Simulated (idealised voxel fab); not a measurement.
process module | voxel ribs on slabs
cross-section cut | 230 nm wide | cells 5 nm
A cross-section is a grid of square cells, given in bands from the top down. A band is one or more rows of cells.
Each band's line starts with the height of the band's top and of its bottom, in nm. Then come its materials from left to right, each with its width in nm. One material with "throughout" fills the band from edge to edge. "air" is empty space.
Height 0 is the level under which the wafer as received is all one material. The lowest band goes on downwards, as in "0 down".
A width such as "30 to 40" changes by the same amount from each row of cells to the next, from the band's top row to its bottom row.
"no change" after a step means that no cell of the cross-section changed.
closed voids: empty space of 8 cells or more with no open way to the top, each as width x height at its distance from the left edge, in nm
after a step's settings: what the simulator itself notes on the step
overlay nm, on a step with a mask: how far to the right of its planned place the mask lay; to the left if negative
plan
1 op RECEIVE | material Si
2 op DIRECTIONAL_DEP | material SiO2 | thk nm 20
3 op DIRECTIONAL_DEP | material polySi | thk nm 25
4 op MASKED_ETCH | tone cover | mask id RIB | width nm 20 | etch materials polySi | depth nm 20 | overlay nm 0
5 op DIRECTIONAL_DEP | material aC | thk nm 15
6 op PATTERN | tone cover | mask id SLAB | material resist | width nm 70 | thk nm 35 | overlay nm 0
7 op DIRECTIONAL_ETCH | etch materials aC | depth nm 15
8 op STRIP | etch materials resist
9 op DIRECTIONAL_ETCH | etch materials polySi | depth nm 5
10 op STRIP | etch materials aC
11 op FILL_DEP | material SiO2 | thk nm 20
12 op CMP | height nm 55
13 op DIRECTIONAL_DEP | material W | thk nm 10
14 op DIRECTIONAL_DEP | material aC | thk nm 10
15 op PATTERN | tone cover | mask id HEATER | material resist | width nm 30 | thk nm 30 | overlay nm 0
16 op DIRECTIONAL_ETCH | etch materials aC | depth nm 10
17 op STRIP | etch materials resist
18 op DIRECTIONAL_ETCH | etch materials W | depth nm 10
19 op STRIP | etch materials aC
20 op CONFORMAL_DEP | material SiO2 | thk nm 5
first wafer, as planned
as received, after step 1
  0 down: Si throughout
  closed voids: none
after step 2
  20 to 0: SiO2 throughout
  below 0: unchanged
after step 3
  45 to 20: polySi throughout
  below 20: unchanged
after step 4
  45 to 25: air 105 | polySi 20 | air 105
  below 25: unchanged
after step 5
  60 to 45: air 105 | aC 20 | air 105
  45 to 40: air 105 | polySi 20 | air 105
  40 to 25: aC 105 | polySi 20 | aC 105
  below 25: unchanged
after step 6
  95 to 60: air 80 | resist 70 | air 80
  60 to 45: air 80 | resist 25 | aC 20 | resist 25 | air 80
  45 to 40: air 80 | resist 25 | polySi 20 | resist 25 | air 80
  below 40: unchanged
after step 7
  80 to 60: air 80 | resist 70 | air 80
  60 to 45: air 80 | resist 25 | aC 20 | resist 25 | air 80
  45 to 40: air 80 | resist 25 | polySi 20 | resist 25 | air 80
  40 to 25: air 80 | aC 25 | polySi 20 | aC 25 | air 80
  below 25: unchanged
after step 8
  60 to 45: air 105 | aC 20 | air 105
  45 to 40: air 105 | polySi 20 | air 105
  below 40: unchanged
after step 9
  60 to 45: air 105 | aC 20 | air 105
  45 to 40: air 105 | polySi 20 | air 105
  40 to 25: air 80 | aC 25 | polySi 20 | aC 25 | air 80
  25 to 20: air 80 | polySi 70 | air 80
  below 20: unchanged
after step 10
  45 to 25: air 105 | polySi 20 | air 105
  below 25: unchanged
after step 11
  65 to 45: SiO2 throughout
  45 to 25: SiO2 105 | polySi 20 | SiO2 105
  25 to 20: SiO2 80 | polySi 70 | SiO2 80
  below 20: unchanged
after step 12
  55 to 45: SiO2 throughout
  below 45: unchanged
after step 13
  65 to 55: W throughout
  below 55: unchanged
after step 14
  75 to 65: aC throughout
  below 65: unchanged
after step 15
  105 to 75: air 100 | resist 30 | air 100
  below 75: unchanged
after step 16
  95 to 75: air 100 | resist 30 | air 100
  75 to 65: air 100 | aC 30 | air 100
  below 65: unchanged
after step 17
  75 to 65: air 100 | aC 30 | air 100
  below 65: unchanged
after step 18
  75 to 65: air 100 | aC 30 | air 100
  65 to 55: air 100 | W 30 | air 100
  below 55: unchanged
after step 19
  65 to 55: air 100 | W 30 | air 100
  below 55: unchanged
after step 20
  70 to 65: air 95 | SiO2 40 | air 95
  65 to 60: air 95 | SiO2 5 | W 30 | SiO2 5 | air 95
  60 to 55: SiO2 100 | W 30 | SiO2 100
  below 55: unchanged
second wafer: like start, like plan, one mistake. Through step 14 it matches the first wafer
when step 15 should have ended
  105 to 75: air 90 | resist 30 | air 110
  below 75: unchanged
when step 16 should have ended
  95 to 75: air 90 | resist 30 | air 110
  75 to 65: air 90 | aC 30 | air 110
  below 65: unchanged
when step 17 should have ended
  75 to 65: air 90 | aC 30 | air 110
  below 65: unchanged
when step 18 should have ended
  75 to 65: air 90 | aC 30 | air 110
  65 to 55: air 90 | W 30 | air 110
  below 55: unchanged
when step 19 should have ended
  65 to 55: air 90 | W 30 | air 110
  below 55: unchanged
when step 20 should have ended
  70 to 65: air 85 | SiO2 40 | air 105
  65 to 60: air 85 | SiO2 5 | W 30 | SiO2 5 | air 105
  60 to 55: SiO2 90 | W 30 | SiO2 110
  below 55: unchanged
what went wrong: step 15 ran as: op PATTERN | tone cover | mask id HEATER | material resist | width nm 30 | thk nm 30 | overlay nm -10
at the end the second wafer has, in cells: as many of each material as the first, in other places
